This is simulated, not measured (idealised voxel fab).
The following process module bears the name voxel self aligned contacts.
FYI the section here is cut, 215 nm wide, cells are 5 nm squares.
Throughout this document, each cross-section is represented as a grid of square cells and is presented as a sequence of bands enumerated from the top downward, where a band comprises one or more rows of cells.
Look at the band entry: it leads with the top's height and the bottom's height in nm. Then it lists the materials left to right, with a width in nm for each. The word "throughout" on a single material says that material fills the band edge to edge. The word "air" is empty space.
Counting heights begins at 0, where everything beneath is, in the wafer as received, one material. The lowest band has no bottom; it goes on downwards, as "0 -> down" shows.
With a width like "30 to 40", each row of cells in the band differs from the next by the same amount, the top row carrying the first number and the bottom row the second.
Any step labelled "no change" changed none of the cells in the cross-section.
"Cavities, sealed": empty spaces of 8 cells or more with no open way to the top, each given as width x height at distance, distance from the left edge, all in nm.
On each step's line, the part that comes after the settings is the simulator's own comment on the step.
What "overlay nm" on a step's line means: if the step has a mask, that mask lay this far to the right of its planned place, or, when the value is negative, to the left.
**Intended process steps**
1) RECEIVE,material Si
2) CONFORMAL_DEP,material SiO2,thk nm 5
3) DIRECTIONAL_DEP,material polySi,thk nm 20
4) DIRECTIONAL_DEP,material SiN,thk nm 25
5) PATTERN,tone cover,mask id GATE,material resist,width nm 35,pitch nm 75,thk nm 15,overlay nm 0
6) DIRECTIONAL_ETCH,etch materials SiN,depth nm 25
7) DIRECTIONAL_ETCH,etch materials polySi,depth nm 20
8) STRIP,etch materials resist
9) CONFORMAL_DEP,material SiN,thk nm 10
10) DIRECTIONAL_ETCH,etch materials SiN,depth nm 10
11) FILL_DEP,material SiO2,thk nm 20
12) CMP,height nm 60
13) DIRECTIONAL_DEP,material aC,thk nm 10
14) PATTERN,tone open,mask id CONTACT,material resist,width nm 50,pitch nm 75,thk nm 25,overlay nm 0
15) DIRECTIONAL_ETCH,etch materials aC,depth nm 10
16) STRIP,etch materials resist
17) DIRECTIONAL_ETCH,etch materials SiO2,depth nm 60
18) STRIP,etch materials aC
19) CONFORMAL_DEP,material TiN,thk nm 5
20) FILL_DEP,material Ru,thk nm 10
21) CMP,height nm 60
22) CONFORMAL_DEP,material SiCN,thk nm 5
**Incoming wafer, cross-sectional view, post step 1**
> 0 -> down  Si throughout
> Cavities, sealed: none
**Module complete, cross-section. Starting point and plan per above. One mistake made in running the module**
> 65 -> 60  SiCN throughout
> 60 -> 55  SiO2 5 nm, SiN 55 nm, TiN 5 nm, Ru 10 nm, TiN 5 nm, SiN 55 nm, TiN 5 nm, Ru 10 nm, TiN 5 nm, SiN 55 nm, SiO2 5 nm
> 55 -> 50  SiO2 5 nm, SiN 55 nm, TiN 20 nm, SiN 55 nm, TiN 20 nm, SiN 55 nm, SiO2 5 nm
> 50 -> 25  SiN throughout
> 25 -> 5  polySi throughout
> 5 -> 0  SiO2 throughout
> 0 -> down  Si throughout
> Cavities, sealed: none
Nonconformance to the process plan: in the plan, step 4 was performed twice
